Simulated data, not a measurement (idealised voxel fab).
Documented hereafter: the process module known as voxel air gaps.
Cross-section cut: width 275 nm, square cells of 5 nm.
A cross-section is a grid of square cells, given in bands from the top down. A band is one or more rows of cells. Quick guide to a band line: top height, bottom height (nm) up front; then every material left to right with its width in nm. Only one material and it's marked "throughout"? Then it fills the band edge to edge. And "blank" just means empty space. Heights are measured from 0, the level below which the as-received wafer is all one material; the lowest band has no bottom and continues downward, written as in "0 down". Think of "30 to 40" as a width that walks from the first number to the second as you go down the band, top row to bottom row, taking equal-sized steps from row to row. "nothing was modified" (step): cross-section cells unchanged, all of them. "closed voids": sealed empty spaces, 8 cells or more, no open way to top, listed width x height at distance, with distance from the left edge and width, height and distance in nm. It should be noted that, on the line of a given step, the content following the step's settings is a remark produced by the simulator itself with respect to that step. "overlay nm" on a masked step: distance the mask lay right of its planned place, negative for left.
## The following list gives the planned process steps
- 1: RECEIVE, material Si
- 2: CONFORMAL_DEP, material SiO2, thk nm 10
- 3: CONFORMAL_DEP, material SiCN, thk nm 5
- 4: DIRECTIONAL_DEP, material SiO2, thk nm 35
- 5: MASKED_ETCH, tone open, mask id LINES, width nm 20, pitch nm 45, etch materials SiO2, depth nm 35, overlay nm 0
- 6: CONFORMAL_DEP, material TiN, thk nm 5
- 7: FILL_DEP, material Ru, thk nm 5
- 8: CMP, height nm 50
- 9: EPI, material Ru, thk nm 10
- 10: SELECTIVE_ETCH, etch materials SiO2, depth nm 45
- 11: CONFORMAL_DEP, material SiCN, thk nm 5
## Here's what the wafer looked like in cross-section when it arrived - that's after step 1
    0 down = Si throughout
    closed voids: none
## The first of two wafers, cross-sectioned at the end of the module, with the run proceeding as planned
    65 to 60 = blank=65 | SiCN=140 | blank=70
    60 to 50 = blank=65 | SiCN=5 | Ru=40 | SiCN=5 | Ru=40 | SiCN=5 | Ru=40 | SiCN=5 | blank=70
    50 to 45 = blank=65 | SiCN=15 | TiN=5 | Ru=10 | TiN=5 | SiCN=25 | TiN=5 | Ru=10 | TiN=5 | SiCN=25 | TiN=5 | Ru=10 | TiN=5 | SiCN=15 | blank=70
    45 to 20 = blank=75 | SiCN=5 | TiN=5 | Ru=10 | TiN=5 | SiCN=5 | blank=15 | SiCN=5 | TiN=5 | Ru=10 | TiN=5 | SiCN=5 | blank=15 | SiCN=5 | TiN=5 | Ru=10 | TiN=5 | SiCN=5 | blank=80
    20 to 15 = SiCN=80 | TiN=20 | SiCN=25 | TiN=20 | SiCN=25 | TiN=20 | SiCN=85
    15 to 10 = SiCN throughout
    10 to 0 = SiO2 throughout
    0 down = Si throughout
    closed voids: 15 x 25 at 105; 15 x 25 at 150
## End-of-module cross-section of the second wafer: identical starting point and process plan to the first, with one processing mistake
    65 to 60 = SiCN throughout
    60 to 50 = Ru throughout
    50 to 45 = TiN=85 | Ru=10 | TiN=35 | Ru=10 | TiN=35 | Ru=10 | TiN=90
    45 to 15 = SiO2=80 | TiN=5 | Ru=10 | TiN=5 | SiO2=25 | TiN=5 | Ru=10 | TiN=5 | SiO2=25 | TiN=5 | Ru=10 | TiN=5 | SiO2=85
    15 to 10 = SiO2=80 | TiN=20 | SiO2=25 | TiN=20 | SiO2=25 | TiN=20 | SiO2=85
    10 to 0 = SiO2 throughout
    0 down = Si throughout
    closed voids: none
What broke from the plan during processing? step 3 of the plan got skipped, so it never ran
Wafer comparison, final, in cells, second relative to first, materials more or fewer: Ru +68; SiCN -125; SiO2 +301; TiN +49
The first wafer finishes with 2 closed voids, while the second finishes with 0.
